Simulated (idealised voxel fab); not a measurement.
Process module in this document: voxel capacitor over wiring
Square cell edge 5 nm, section width 190 nm, ID cut.
A cross-section in this document is a grid of square cells, and it is written down as bands, the top band listed before the ones below it; a band is made up of one or more rows of cells.
Look at the band entry: it leads with the top's height and the bottom's height in nm. Then it lists the materials left to right, with a width in nm for each. The word "full width" on a single material says that material fills the band edge to edge. The word "air" is empty space.
Height is counted from the level 0, under which the received wafer is composed throughout of one material. The lowest of the bands is not closed at the bottom but continues downward, in the notation "0 -> down".
Width spec "30 to 40" -> top row of cells at first value, bottom row at second value, equal per-row change in between.
Where a step carries "nothing different", the cross-section came out of it unchanged, cell for cell.
Under "Closed voids list" you'll find the enclosed gaps, the ones with no way out to the top, that are 8 cells or bigger; each reads width x height at distance, with distance counted from the left edge, everything in nm.
Note: text after step settings on the step line = simulator remark on that step.
Steps that use a mask can have "overlay nm" on their line. It says how far the mask sat to the right of where it was meant to be. Negative means to the left.
Note: before/after cross-section pairs follow, one process step per pair, after-side truncated at the lowest changed band, step and settings given beneath. Different runs of this module on the same starting wafer may supply the pairs; a pair continues the one above only where the "State before step" entry says so.

STATE BEFORE STEP
> 0 -> down  Si full width
> Closed voids list: none

CUT VIEW, POST-STEP
> 15 -> 0  SiO2 full width
> Below 0 it's all the same as before, nothing changed down there.
> Closed voids list: none
Q: step between the cross-sections above? A: CONFORMAL_DEP: material SiO2, thk nm 15

State before step: The prior state of this step coincides with the post-step cross-section of the pair just above.

CUT VIEW, POST-STEP
> 20 -> 15  TiN full width
> Below 15 it's all the same as before, nothing changed down there.
> Closed voids list: none
Q: step between the cross-sections above? A: DIRECTIONAL_DEP: material TiN, thk nm 5

State before step: The prior state of this step coincides with the post-step cross-section of the pair just above.

CUT VIEW, POST-STEP
> 40 -> 20  Ru full width
> Below 20 it's all the same as before, nothing changed down there.
> Closed voids list: none
Q: step between the cross-sections above? A: DIRECTIONAL_DEP: material Ru, thk nm 20

State before step: The prior state of this step coincides with the post-step cross-section of the pair just above.

CUT VIEW, POST-STEP
> 60 -> 40  air (35); resist (25); air (70); resist (25); air (35)
> Below 40 it's all the same as before, nothing changed down there.
> Closed voids list: none
Q: step between the cross-sections above? A: PATTERN: tone cover, mask id METAL_1, material resist, width nm 25, pitch nm 95, thk nm 20, overlay nm 0

State before step: The prior state of this step coincides with the post-step cross-section of the pair just above.

CUT VIEW, POST-STEP
> 60 -> 40  air (35); resist (25); air (70); resist (25); air (35)
> 40 -> 20  air (35); Ru (25); air (70); Ru (25); air (35)
> Below 20 it's all the same as before, nothing changed down there.
> Closed voids list: none
Q: step between the cross-sections above? A: DIRECTIONAL_ETCH: etch materials Ru, depth nm 20

State before step: The prior state of this step coincides with the post-step cross-section of the pair just above.

CUT VIEW, POST-STEP
> 60 -> 40  air (35); resist (25); air (70); resist (25); air (35)
> 40 -> 20  air (35); Ru (25); air (70); Ru (25); air (35)
> 20 -> 15  air (35); TiN (25); air (70); TiN (25); air (35)
> Below 15 it's all the same as before, nothing changed down there.
> Closed voids list: none
Q: step between the cross-sections above? A: DIRECTIONAL_ETCH: etch materials TiN, depth nm 5

State before step: The prior state of this step coincides with the post-step cross-section of the pair just above.

CUT VIEW, POST-STEP
> 40 -> 20  air (35); Ru (25); air (70); Ru (25); air (35)
> Below 20 it's all the same as before, nothing changed down there.
> Closed voids list: none
Q: step between the cross-sections above? A: STRIP: etch materials resist

State before step: The prior state of this step coincides with the post-step cross-section of the pair just above.

CUT VIEW, POST-STEP
> 45 -> 40  air (30); SiN (35); air (60); SiN (35); air (30)
> 40 -> 20  air (30); SiN (5); Ru (25); SiN (5); air (60); SiN (5); Ru (25); SiN (5); air (30)
> 20 -> 15  SiN (35); TiN (25); SiN (70); TiN (25); SiN (35)
> Below 15 it's all the same as before, nothing changed down there.
> Closed voids list: none
Q: step between the cross-sections above? A: CONFORMAL_DEP: material SiN, thk nm 5

State before step: The prior state of this step coincides with the post-step cross-section of the pair just above.

CUT VIEW, POST-STEP
> 50 -> 45  SiO2 full width
> 45 -> 40  SiO2 (30); SiN (35); SiO2 (60); SiN (35); SiO2 (30)
> 40 -> 20  SiO2 (30); SiN (5); Ru (25); SiN (5); SiO2 (60); SiN (5); Ru (25); SiN (5); SiO2 (30)
> Below 20 it's all the same as before, nothing changed down there.
> Closed voids list: none
Q: step between the cross-sections above? A: FILL_DEP: material SiO2, thk nm 5

State before step: The prior state of this step coincides with the post-step cross-section of the pair just above.

CUT VIEW, POST-STEP
> 40 -> 20  SiO2 (30); SiN (5); Ru (25); SiN (5); SiO2 (60); SiN (5); Ru (25); SiN (5); SiO2 (30)
> Below 20 it's all the same as before, nothing changed down there.
> Closed voids list: none
Q: step between the cross-sections above? A: CMP: height nm 40

State before step: The prior state of this step coincides with the post-step cross-section of the pair just above.

CUT VIEW, POST-STEP
> 45 -> 40  SiCN full width
> Below 40 it's all the same as before, nothing changed down there.
> Closed voids list: none
Q: step between the cross-sections above? A: CONFORMAL_DEP: material SiCN, thk nm 5

State before step: The prior state of this step coincides with the post-step cross-section of the pair just above.

CUT VIEW, POST-STEP
> 60 -> 45  SiO2 full width
> Below 45 it's all the same as before, nothing changed down there.
> Closed voids list: none
Q: step between the cross-sections above? A: DIRECTIONAL_DEP: material SiO2, thk nm 15

State before step: The prior state of this step coincides with the post-step cross-section of the pair just above.

CUT VIEW, POST-STEP
> 75 -> 60  aC full width
> Below 60 it's all the same as before, nothing changed down there.
> Closed voids list: none
Q: step between the cross-sections above? A: DIRECTIONAL_DEP: material aC, thk nm 15

State before step: The prior state of this step coincides with the post-step cross-section of the pair just above.

CUT VIEW, POST-STEP
> 105 -> 75  resist (45); air (15); resist (130)
> Below 75 it's all the same as before, nothing changed down there.
> Closed voids list: none
Q: step between the cross-sections above? A: PATTERN: tone open, mask id PLUG_1, material resist, width nm 15, thk nm 30, overlay nm 0

State before step: The prior state of this step coincides with the post-step cross-section of the pair just above.

CUT VIEW, POST-STEP
> 90 -> 75  resist (45); air (15); resist (130)
> 75 -> 60  aC (45); air (15); aC (130)
> Below 60 it's all the same as before, nothing changed down there.
> Closed voids list: none
Q: step between the cross-sections above? A: DIRECTIONAL_ETCH: etch materials aC, depth nm 15

State before step: The prior state of this step coincides with the post-step cross-section of the pair just above.

CUT VIEW, POST-STEP
> 75 -> 60  aC (45); air (15); aC (130)
> Below 60 it's all the same as before, nothing changed down there.
> Closed voids list: none
Q: step between the cross-sections above? A: STRIP: etch materials resist

State before step: The prior state of this step coincides with the post-step cross-section of the pair just above.

CUT VIEW, POST-STEP
> 75 -> 60  aC (45); air (15); aC (130)
> 60 -> 45  SiO2 (45); air (15); SiO2 (130)
> Below 45 it's all the same as before, nothing changed down there.
> Closed voids list: none
Q: step between the cross-sections above? A: DIRECTIONAL_ETCH: etch materials SiO2, depth nm 15

State before step: The prior state of this step coincides with the post-step cross-section of the pair just above.

CUT VIEW, POST-STEP
> 75 -> 60  aC (45); air (15); aC (130)
> 60 -> 45  SiO2 (45); air (15); SiO2 (130)
> 45 -> 40  SiCN (45); air (15); SiCN (130)
> Below 40 it's all the same as before, nothing changed down there.
> Closed voids list: none
Q: step between the cross-sections above? A: DIRECTIONAL_ETCH: etch materials SiCN, depth nm 5

State before step: The prior state of this step coincides with the post-step cross-section of the pair just above.

CUT VIEW, POST-STEP
> 60 -> 45  SiO2 (45); air (15); SiO2 (130)
> Below 45 it's all the same as before, nothing changed down there.
> Closed voids list: none
Q: step between the cross-sections above? A: STRIP: etch materials aC

State before step: The prior state of this step coincides with the post-step cross-section of the pair just above.

CUT VIEW, POST-STEP
> 65 -> 60  TiN (50); air (5); TiN (135)
> 60 -> 45  SiO2 (45); TiN (5); air (5); TiN (5); SiO2 (130)
> 45 -> 40  SiCN (45); TiN (15); SiCN (130)
> Below 40 it's all the same as before, nothing changed down there.
> Closed voids list: none
Q: step between the cross-sections above? A: CONFORMAL_DEP: material TiN, thk nm 5

State before step: The prior state of this step coincides with the post-step cross-section of the pair just above.

CUT VIEW, POST-STEP
> 70 -> 65  W full width
> 65 -> 60  TiN (50); W (5); TiN (135)
> 60 -> 45  SiO2 (45); TiN (5); W (5); TiN (5); SiO2 (130)
> Below 45 it's all the same as before, nothing changed down there.
> Closed voids list: none
Q: step between the cross-sections above? A: FILL_DEP: material W, thk nm 5

State before step: The prior state of this step coincides with the post-step cross-section of the pair just above.

CUT VIEW, POST-STEP
> 60 -> 45  SiO2 (45); TiN (5); W (5); TiN (5); SiO2 (130)
> Below 45 it's all the same as before, nothing changed down there.
> Closed voids list: none
Q: step between the cross-sections above? A: CMP: height nm 60

State before step: The prior state of this step coincides with the post-step cross-section of the pair just above.

CUT VIEW, POST-STEP
> 70 -> 60  TiN full width
> Below 60 it's all the same as before, nothing changed down there.
> Closed voids list: none
Q: step between the cross-sections above? A: DIRECTIONAL_DEP: material TiN, thk nm 10

State before step: The prior state of this step coincides with the post-step cross-section of the pair just above.

CUT VIEW, POST-STEP
> 75 -> 70  HfO2 full width
> Below 70 it's all the same as before, nothing changed down there.
> Closed voids list: none
Q: step between the cross-sections above? A: DIRECTIONAL_DEP: material HfO2, thk nm 5

State before step: The prior state of this step coincides with the post-step cross-section of the pair just above.

CUT VIEW, POST-STEP
> 85 -> 75  TiN full width
> Below 75 it's all the same as before, nothing changed down there.
> Closed voids list: none
Q: step between the cross-sections above? A: DIRECTIONAL_DEP: material TiN, thk nm 10

State before step: The prior state of this step coincides with the post-step cross-section of the pair just above.

CUT VIEW, POST-STEP
> 100 -> 85  air (45); resist (75); air (70)
> Below 85 it's all the same as before, nothing changed down there.
> Closed voids list: none
Q: step between the cross-sections above? A: PATTERN: tone cover, mask id UPPER_PLATE, material resist, width nm 75, thk nm 15, overlay nm 0

State before step: The prior state of this step coincides with the post-step cross-section of the pair just above.

CUT VIEW, POST-STEP
> 100 -> 85  air (45); resist (75); air (70)
> 85 -> 75  air (45); TiN (75); air (70)
> Below 75 it's all the same as before, nothing changed down there.
> Closed voids list: none
Q: step between the cross-sections above? A: DIRECTIONAL_ETCH: etch materials TiN, depth nm 10

State before step: The prior state of this step coincides with the post-step cross-section of the pair just above.

CUT VIEW, POST-STEP
> 100 -> 85  air (45); resist (75); air (70)
> 85 -> 75  air (45); TiN (75); air (70)
> 75 -> 70  air (45); HfO2 (75); air (70)
> Below 70 it's all the same as before, nothing changed down there.
> Closed voids list: none
Q: step between the cross-sections above? A: DIRECTIONAL_ETCH: etch materials HfO2, depth nm 5

State before step: The prior state of this step coincides with the post-step cross-section of the pair just above.

CUT VIEW, POST-STEP
> 85 -> 75  air (45); TiN (75); air (70)
> Below 75 it's all the same as before, nothing changed down there.
> Closed voids list: none
Q: step between the cross-sections above? A: STRIP: etch materials resist

State before step: The prior state of this step coincides with the post-step cross-section of the pair just above.

CUT VIEW, POST-STEP
> 100 -> 85  air (40); resist (85); air (65)
> 85 -> 75  air (40); resist (5); TiN (75); resist (5); air (65)
> 75 -> 70  air (40); resist (5); HfO2 (75); resist (5); air (65)
> Below 70 it's all the same as before, nothing changed down there.
> Closed voids list: none
Q: step between the cross-sections above? A: PATTERN: tone cover, mask id LOWER_PLATE, material resist, width nm 85, thk nm 15, overlay nm 0

State before step: The prior state of this step coincides with the post-step cross-section of the pair just above.

CUT VIEW, POST-STEP
> 100 -> 85  air (40); resist (85); air (65)
> 85 -> 75  air (40); resist (5); TiN (75); resist (5); air (65)
> 75 -> 70  air (40); resist (5); HfO2 (75); resist (5); air (65)
> 70 -> 60  air (40); TiN (85); air (65)
> Below 60 it's all the same as before, nothing changed down there.
> Closed voids list: none
Q: step between the cross-sections above? A: DIRECTIONAL_ETCH: etch materials TiN, depth nm 10

State before step: The prior state of this step coincides with the post-step cross-section of the pair just above.

CUT VIEW, POST-STEP
> 85 -> 75  air (45); TiN (75); air (70)
> 75 -> 70  air (45); HfO2 (75); air (70)
> Below 70 it's all the same as before, nothing changed down there.
> Closed voids list: none
Q: step between the cross-sections above? A: STRIP: etch materials resist

State before step: The prior state of this step coincides with the post-step cross-section of the pair just above.

CUT VIEW, POST-STEP
> 105 -> 85  SiO2 full width
> 85 -> 75  SiO2 (45); TiN (75); SiO2 (70)
> 75 -> 70  SiO2 (45); HfO2 (75); SiO2 (70)
> 70 -> 60  SiO2 (40); TiN (85); SiO2 (65)
> Below 60 it's all the same as before, nothing changed down there.
> Closed voids list: none
Q: step between the cross-sections above? A: FILL_DEP: material SiO2, thk nm 20

State before step: The prior state of this step coincides with the post-step cross-section of the pair just above.

CUT VIEW, POST-STEP
> 100 -> 85  SiO2 full width
> Below 85 it's all the same as before, nothing changed down there.
> Closed voids list: none
Q: step between the cross-sections above? A: CMP: height nm 100

State before step: The prior state of this step coincides with the post-step cross-section of the pair just above.

CUT VIEW, POST-STEP
> 115 -> 100  aC full width
> Below 100 it's all the same as before, nothing changed down there.
> Closed voids list: none
Q: step between the cross-sections above? A: DIRECTIONAL_DEP: material aC, thk nm 15

State before step: The prior state of this step coincides with the post-step cross-section of the pair just above.

CUT VIEW, POST-STEP
> 145 -> 115  resist (55); air (15); resist (120)
> Below 115 it's all the same as before, nothing changed down there.
> Closed voids list: none
Q: step between the cross-sections above? A: PATTERN: tone open, mask id PLUG_2, material resist, width nm 15, thk nm 30, overlay nm 0

State before step: The prior state of this step coincides with the post-step cross-section of the pair just above.

CUT VIEW, POST-STEP
> 130 -> 115  resist (55); air (15); resist (120)
> 115 -> 100  aC (55); air (15); aC (120)
> Below 100 it's all the same as before, nothing changed down there.
> Closed voids list: none
Q: step between the cross-sections above? A: DIRECTIONAL_ETCH: etch materials aC, depth nm 15

State before step: The prior state of this step coincides with the post-step cross-section of the pair just above.

CUT VIEW, POST-STEP
> 115 -> 100  aC (55); air (15); aC (120)
> Below 100 it's all the same as before, nothing changed down there.
> Closed voids list: none
Q: step between the cross-sections above? A: STRIP: etch materials resist

State before step: The prior state of this step coincides with the post-step cross-section of the pair just above.

CUT VIEW, POST-STEP
> 115 -> 100  aC (55); air (15); aC (120)
> 100 -> 85  SiO2 (55); air (15); SiO2 (120)
> Below 85 it's all the same as before, nothing changed down there.
> Closed voids list: none
Q: step between the cross-sections above? A: DIRECTIONAL_ETCH: etch materials SiO2, depth nm 15

State before step: The prior state of this step coincides with the post-step cross-section of the pair just above.

CUT VIEW, POST-STEP
> 100 -> 85  SiO2 (55); air (15); SiO2 (120)
> Below 85 it's all the same as before, nothing changed down there.
> Closed voids list: none
Q: step between the cross-sections above? A: STRIP: etch materials aC

State before step: The prior state of this step coincides with the post-step cross-section of the pair just above.

CUT VIEW, POST-STEP
> 105 -> 100  TiN (60); air (5); TiN (125)
> 100 -> 90  SiO2 (55); TiN (5); air (5); TiN (5); SiO2 (120)
> 90 -> 85  SiO2 (55); TiN (15); SiO2 (120)
> Below 85 it's all the same as before, nothing changed down there.
> Closed voids list: none
Q: step between the cross-sections above? A: CONFORMAL_DEP: material TiN, thk nm 5

State before step: The prior state of this step coincides with the post-step cross-section of the pair just above.

CUT VIEW, POST-STEP
> 115 -> 105  Cu full width
> 105 -> 100  TiN (60); Cu (5); TiN (125)
> 100 -> 90  SiO2 (55); TiN (5); Cu (5); TiN (5); SiO2 (120)
> Below 90 it's all the same as before, nothing changed down there.
> Closed voids list: none
Q: step between the cross-sections above? A: FILL_DEP: material Cu, thk nm 10

State before step: The prior state of this step coincides with the post-step cross-section of the pair just above.

CUT VIEW, POST-STEP
> 100 -> 90  SiO2 (55); TiN (5); Cu (5); TiN (5); SiO2 (120)
> Below 90 it's all the same as before, nothing changed down there.
> Closed voids list: none
Q: step between the cross-sections above? A: CMP: height nm 100

State before step: The prior state of this step coincides with the post-step cross-section of the pair just above.

CUT VIEW, POST-STEP
> 105 -> 100  SiCN full width
> Below 100 it's all the same as before, nothing changed down there.
> Closed voids list: none
Q: step between the cross-sections above? A: CONFORMAL_DEP: material SiCN, thk nm 5

STATE BEFORE STEP
> 15 -> 0  SiO2 full width
> 0 -> down  Si full width
> Closed voids list: none

CUT VIEW, POST-STEP
> 35 -> 15  Ru full width
> Below 15 it's all the same as before, nothing changed down there.
> Closed voids list: none
Q: step between the cross-sections above? A: DIRECTIONAL_DEP: material Ru, thk nm 20

State before step: The prior state of this step coincides with the post-step cross-section of the pair just above.

CUT VIEW, POST-STEP
> 55 -> 35  air (35); resist (25); air (70); resist (25); air (35)
> Below 35 it's all the same as before, nothing changed down there.
> Closed voids list: none
Q: step between the cross-sections above? A: PATTERN: tone cover, mask id METAL_1, material resist, width nm 25, pitch nm 95, thk nm 20, overlay nm 0

State before step: The prior state of this step coincides with the post-step cross-section of the pair just above.

CUT VIEW, POST-STEP
> 55 -> 35  air (35); resist (25); air (70); resist (25); air (35)
> 35 -> 15  air (35); Ru (25); air (70); Ru (25); air (35)
> Below 15 it's all the same as before, nothing changed down there.
> Closed voids list: none
Q: step between the cross-sections above? A: DIRECTIONAL_ETCH: etch materials Ru, depth nm 20

State before step: The prior state of this step coincides with the post-step cross-section of the pair just above.

CUT VIEW, POST-STEP
> 35 -> 15  air (35); Ru (25); air (70); Ru (25); air (35)
> Below 15 it's all the same as before, nothing changed down there.
> Closed voids list: none
Q: step between the cross-sections above? A: STRIP: etch materials resist

State before step: The prior state of this step coincides with the post-step cross-section of the pair just above.

CUT VIEW, POST-STEP
> 40 -> 35  air (30); SiN (35); air (60); SiN (35); air (30)
> 35 -> 20  air (30); SiN (5); Ru (25); SiN (5); air (60); SiN (5); Ru (25); SiN (5); air (30)
> 20 -> 15  SiN (35); Ru (25); SiN (70); Ru (25); SiN (35)
> Below 15 it's all the same as before, nothing changed down there.
> Closed voids list: none
Q: step between the cross-sections above? A: CONFORMAL_DEP: material SiN, thk nm 5

State before step: The prior state of this step coincides with the post-step cross-section of the pair just above.

CUT VIEW, POST-STEP
> 45 -> 40  SiO2 full width
> 40 -> 35  SiO2 (30); SiN (35); SiO2 (60); SiN (35); SiO2 (30)
> 35 -> 20  SiO2 (30); SiN (5); Ru (25); SiN (5); SiO2 (60); SiN (5); Ru (25); SiN (5); SiO2 (30)
> Below 20 it's all the same as before, nothing changed down there.
> Closed voids list: none
Q: step between the cross-sections above? A: FILL_DEP: material SiO2, thk nm 5

State before step: The prior state of this step coincides with the post-step cross-section of the pair just above.

CUT VIEW, POST-STEP
> 40 -> 35  SiO2 (30); SiN (35); SiO2 (60); SiN (35); SiO2 (30)
> Below 35 it's all the same as before, nothing changed down there.
> Closed voids list: none
Q: step between the cross-sections above? A: CMP: height nm 40

State before step: The prior state of this step coincides with the post-step cross-section of the pair just above.

CUT VIEW, POST-STEP
> 45 -> 40  SiCN full width
> Below 40 it's all the same as before, nothing changed down there.
> Closed voids list: none
Q: step between the cross-sections above? A: CONFORMAL_DEP: material SiCN, thk nm 5

State before step: The prior state of this step coincides with the post-step cross-section of the pair just above.

CUT VIEW, POST-STEP
> 60 -> 45  SiO2 full width
> Below 45 it's all the same as before, nothing changed down there.
> Closed voids list: none
Q: step between the cross-sections above? A: DIRECTIONAL_DEP: material SiO2, thk nm 15

State before step: The prior state of this step coincides with the post-step cross-section of the pair just above.

CUT VIEW, POST-STEP
> 75 -> 60  aC full width
> Below 60 it's all the same as before, nothing changed down there.
> Closed voids list: none
Q: step between the cross-sections above? A: DIRECTIONAL_DEP: material aC, thk nm 15

State before step: The prior state of this step coincides with the post-step cross-section of the pair just above.

CUT VIEW, POST-STEP
> 105 -> 75  resist (45); air (15); resist (130)
> Below 75 it's all the same as before, nothing changed down there.
> Closed voids list: none
Q: step between the cross-sections above? A: PATTERN: tone open, mask id PLUG_1, material resist, width nm 15, thk nm 30, overlay nm 0

State before step: The prior state of this step coincides with the post-step cross-section of the pair just above.

CUT VIEW, POST-STEP
> 90 -> 75  resist (45); air (15); resist (130)
> 75 -> 60  aC (45); air (15); aC (130)
> Below 60 it's all the same as before, nothing changed down there.
> Closed voids list: none
Q: step between the cross-sections above? A: DIRECTIONAL_ETCH: etch materials aC, depth nm 15

State before step: The prior state of this step coincides with the post-step cross-section of the pair just above.

CUT VIEW, POST-STEP
> 75 -> 60  aC (45); air (15); aC (130)
> Below 60 it's all the same as before, nothing changed down there.
> Closed voids list: none
Q: step between the cross-sections above? A: STRIP: etch materials resist

State before step: The prior state of this step coincides with the post-step cross-section of the pair just above.

CUT VIEW, POST-STEP
> 75 -> 60  aC (45); air (15); aC (130)
> 60 -> 45  SiO2 (45); air (15); SiO2 (130)
> Below 45 it's all the same as before, nothing changed down there.
> Closed voids list: none
Q: step between the cross-sections above? A: DIRECTIONAL_ETCH: etch materials SiO2, depth nm 15

State before step: The prior state of this step coincides with the post-step cross-section of the pair just above.

CUT VIEW, POST-STEP
> 75 -> 60  aC (45); air (15); aC (130)
> 60 -> 45  SiO2 (45); air (15); SiO2 (130)
> 45 -> 40  SiCN (45); air (15); SiCN (130)
> Below 40 it's all the same as before, nothing changed down there.
> Closed voids list: none
Q: step between the cross-sections above? A: DIRECTIONAL_ETCH: etch materials SiCN, depth nm 5

State before step: The prior state of this step coincides with the post-step cross-section of the pair just above.

CUT VIEW, POST-STEP
> 60 -> 45  SiO2 (45); air (15); SiO2 (130)
> Below 45 it's all the same as before, nothing changed down there.
> Closed voids list: none
Q: step between the cross-sections above? A: STRIP: etch materials aC

State before step: The prior state of this step coincides with the post-step cross-section of the pair just above.

CUT VIEW, POST-STEP
> 65 -> 60  TiN (50); air (5); TiN (135)
> 60 -> 45  SiO2 (45); TiN (5); air (5); TiN (5); SiO2 (130)
> 45 -> 40  SiCN (45); TiN (15); SiCN (130)
> Below 40 it's all the same as before, nothing changed down there.
> Closed voids list: none
Q: step between the cross-sections above? A: CONFORMAL_DEP: material TiN, thk nm 5

State before step: The prior state of this step coincides with the post-step cross-section of the pair just above.

CUT VIEW, POST-STEP
> 70 -> 65  W full width
> 65 -> 60  TiN (50); W (5); TiN (135)
> 60 -> 45  SiO2 (45); TiN (5); W (5); TiN (5); SiO2 (130)
> Below 45 it's all the same as before, nothing changed down there.
> Closed voids list: none
Q: step between the cross-sections above? A: FILL_DEP: material W, thk nm 5

State before step: The prior state of this step coincides with the post-step cross-section of the pair just above.

CUT VIEW, POST-STEP
> 60 -> 45  SiO2 (45); TiN (5); W (5); TiN (5); SiO2 (130)
> Below 45 it's all the same as before, nothing changed down there.
> Closed voids list: none
Q: step between the cross-sections above? A: CMP: height nm 60

State before step: The prior state of this step coincides with the post-step cross-section of the pair just above.

CUT VIEW, POST-STEP
> 70 -> 60  TiN full width
> Below 60 it's all the same as before, nothing changed down there.
> Closed voids list: none
Q: step between the cross-sections above? A: DIRECTIONAL_DEP: material TiN, thk nm 10

State before step: The prior state of this step coincides with the post-step cross-section of the pair just above.

CUT VIEW, POST-STEP
> 75 -> 70  HfO2 full width
> Below 70 it's all the same as before, nothing changed down there.
> Closed voids list: none
Q: step between the cross-sections above? A: DIRECTIONAL_DEP: material HfO2, thk nm 5

State before step: The prior state of this step coincides with the post-step cross-section of the pair just above.

CUT VIEW, POST-STEP
> 85 -> 75  TiN full width
> Below 75 it's all the same as before, nothing changed down there.
> Closed voids list: none
Q: step between the cross-sections above? A: DIRECTIONAL_DEP: material TiN, thk nm 10

State before step: The prior state of this step coincides with the post-step cross-section of the pair just above.

CUT VIEW, POST-STEP
> 100 -> 85  air (45); resist (75); air (70)
> Below 85 it's all the same as before, nothing changed down there.
> Closed voids list: none
Q: step between the cross-sections above? A: PATTERN: tone cover, mask id UPPER_PLATE, material resist, width nm 75, thk nm 15, overlay nm 0

State before step: The prior state of this step coincides with the post-step cross-section of the pair just above.

CUT VIEW, POST-STEP
> 100 -> 85  air (45); resist (75); air (70)
> 85 -> 75  air (45); TiN (75); air (70)
> Below 75 it's all the same as before, nothing changed down there.
> Closed voids list: none
Q: step between the cross-sections above? A: DIRECTIONAL_ETCH: etch materials TiN, depth nm 10

State before step: The prior state of this step coincides with the post-step cross-section of the pair just above.

CUT VIEW, POST-STEP
> 100 -> 85  air (45); resist (75); air (70)
> 85 -> 75  air (45); TiN (75); air (70)
> 75 -> 70  air (45); HfO2 (75); air (70)
> Below 70 it's all the same as before, nothing changed down there.
> Closed voids list: none
Q: step between the cross-sections above? A: DIRECTIONAL_ETCH: etch materials HfO2, depth nm 5

State before step: The prior state of this step coincides with the post-step cross-section of the pair just above.

CUT VIEW, POST-STEP
> 85 -> 75  air (45); TiN (75); air (70)
> Below 75 it's all the same as before, nothing changed down there.
> Closed voids list: none
Q: step between the cross-sections above? A: STRIP: etch materials resist

State before step: The prior state of this step coincides with the post-step cross-section of the pair just above.

CUT VIEW, POST-STEP
> 100 -> 85  air (40); resist (85); air (65)
> 85 -> 75  air (40); resist (5); TiN (75); resist (5); air (65)
> 75 -> 70  air (40); resist (5); HfO2 (75); resist (5); air (65)
> Below 70 it's all the same as before, nothing changed down there.
> Closed voids list: none
Q: step between the cross-sections above? A: PATTERN: tone cover, mask id LOWER_PLATE, material resist, width nm 85, thk nm 15, overlay nm 0

State before step: The prior state of this step coincides with the post-step cross-section of the pair just above.

CUT VIEW, POST-STEP
> 100 -> 85  air (40); resist (85); air (65)
> 85 -> 75  air (40); resist (5); TiN (75); resist (5); air (65)
> 75 -> 70  air (40); resist (5); HfO2 (75); resist (5); air (65)
> 70 -> 60  air (40); TiN (85); air (65)
> Below 60 it's all the same as before, nothing changed down there.
> Closed voids list: none
Q: step between the cross-sections above? A: DIRECTIONAL_ETCH: etch materials TiN, depth nm 10

State before step: The prior state of this step coincides with the post-step cross-section of the pair just above.

CUT VIEW, POST-STEP
> 85 -> 75  air (45); TiN (75); air (70)
> 75 -> 70  air (45); HfO2 (75); air (70)
> Below 70 it's all the same as before, nothing changed down there.
> Closed voids list: none
Q: step between the cross-sections above? A: STRIP: etch materials resist

State before step: The prior state of this step coincides with the post-step cross-section of the pair just above.

CUT VIEW, POST-STEP
> 105 -> 85  SiO2 full width
> 85 -> 75  SiO2 (45); TiN (75); SiO2 (70)
> 75 -> 70  SiO2 (45); HfO2 (75); SiO2 (70)
> 70 -> 60  SiO2 (40); TiN (85); SiO2 (65)
> Below 60 it's all the same as before, nothing changed down there.
> Closed voids list: none
Q: step between the cross-sections above? A: FILL_DEP: material SiO2, thk nm 20

State before step: The prior state of this step coincides with the post-step cross-section of the pair just above.

CUT VIEW, POST-STEP
> 100 -> 85  SiO2 full width
> Below 85 it's all the same as before, nothing changed down there.
> Closed voids list: none
Q: step between the cross-sections above? A: CMP: height nm 100

State before step: The prior state of this step coincides with the post-step cross-section of the pair just above.

CUT VIEW, POST-STEP
> 115 -> 100  aC full width
> Below 100 it's all the same as before, nothing changed down there.
> Closed voids list: none
Q: step between the cross-sections above? A: DIRECTIONAL_DEP: material aC, thk nm 15

State before step: The prior state of this step coincides with the post-step cross-section of the pair just above.

CUT VIEW, POST-STEP
> 145 -> 115  resist (55); air (15); resist (120)
> Below 115 it's all the same as before, nothing changed down there.
> Closed voids list: none
Q: step between the cross-sections above? A: PATTERN: tone open, mask id PLUG_2, material resist, width nm 15, thk nm 30, overlay nm 0

State before step: The prior state of this step coincides with the post-step cross-section of the pair just above.

CUT VIEW, POST-STEP
> 130 -> 115  resist (55); air (15); resist (120)
> 115 -> 100  aC (55); air (15); aC (120)
> Below 100 it's all the same as before, nothing changed down there.
> Closed voids list: none
Q: step between the cross-sections above? A: DIRECTIONAL_ETCH: etch materials aC, depth nm 15

State before step: The prior state of this step coincides with the post-step cross-section of the pair just above.

CUT VIEW, POST-STEP
> 115 -> 100  aC (55); air (15); aC (120)
> Below 100 it's all the same as before, nothing changed down there.
> Closed voids list: none
Q: step between the cross-sections above? A: STRIP: etch materials resist

State before step: The prior state of this step coincides with the post-step cross-section of the pair just above.

CUT VIEW, POST-STEP
> 115 -> 100  aC (55); air (15); aC (120)
> 100 -> 85  SiO2 (55); air (15); SiO2 (120)
> Below 85 it's all the same as before, nothing changed down there.
> Closed voids list: none
Q: step between the cross-sections above? A: DIRECTIONAL_ETCH: etch materials SiO2, depth nm 15

State before step: The prior state of this step coincides with the post-step cross-section of the pair just above.

CUT VIEW, POST-STEP
> 100 -> 85  SiO2 (55); air (15); SiO2 (120)
> Below 85 it's all the same as before, nothing changed down there.
> Closed voids list: none
Q: step between the cross-sections above? A: STRIP: etch materials aC

State before step: The prior state of this step coincides with the post-step cross-section of the pair just above.

CUT VIEW, POST-STEP
> 105 -> 100  TiN (60); air (5); TiN (125)
> 100 -> 90  SiO2 (55); TiN (5); air (5); TiN (5); SiO2 (120)
> 90 -> 85  SiO2 (55); TiN (15); SiO2 (120)
> Below 85 it's all the same as before, nothing changed down there.
> Closed voids list: none
Q: step between the cross-sections above? A: CONFORMAL_DEP: material TiN, thk nm 5

State before step: The prior state of this step coincides with the post-step cross-section of the pair just above.

CUT VIEW, POST-STEP
> 115 -> 105  Cu full width
> 105 -> 100  TiN (60); Cu (5); TiN (125)
> 100 -> 90  SiO2 (55); TiN (5); Cu (5); TiN (5); SiO2 (120)
> Below 90 it's all the same as before, nothing changed down there.
> Closed voids list: none
Q: step between the cross-sections above? A: FILL_DEP: material Cu, thk nm 10

State before step: The prior state of this step coincides with the post-step cross-section of the pair just above.

CUT VIEW, POST-STEP
> 100 -> 90  SiO2 (55); TiN (5); Cu (5); TiN (5); SiO2 (120)
> Below 90 it's all the same as before, nothing changed down there.
> Closed voids list: none
Q: step between the cross-sections above? A: CMP: height nm 100

State before step: The prior state of this step coincides with the post-step cross-section of the pair just above.

CUT VIEW, POST-STEP
> 105 -> 100  SiCN full width
> Below 100 it's all the same as before, nothing changed down there.
> Closed voids list: none
Q: step between the cross-sections above? A: CONFORMAL_DEP: material SiCN, thk nm 5

STATE BEFORE STEP
> 15 -> 0  SiO2 full width
> 0 -> down  Si full width
> Closed voids list: none

CUT VIEW, POST-STEP
> 30 -> 0  SiO2 full width
> Below 0 it's all the same as before, nothing changed down there.
> Closed voids list: none
Q: step between the cross-sections above? A: CONFORMAL_DEP: material SiO2, thk nm 15
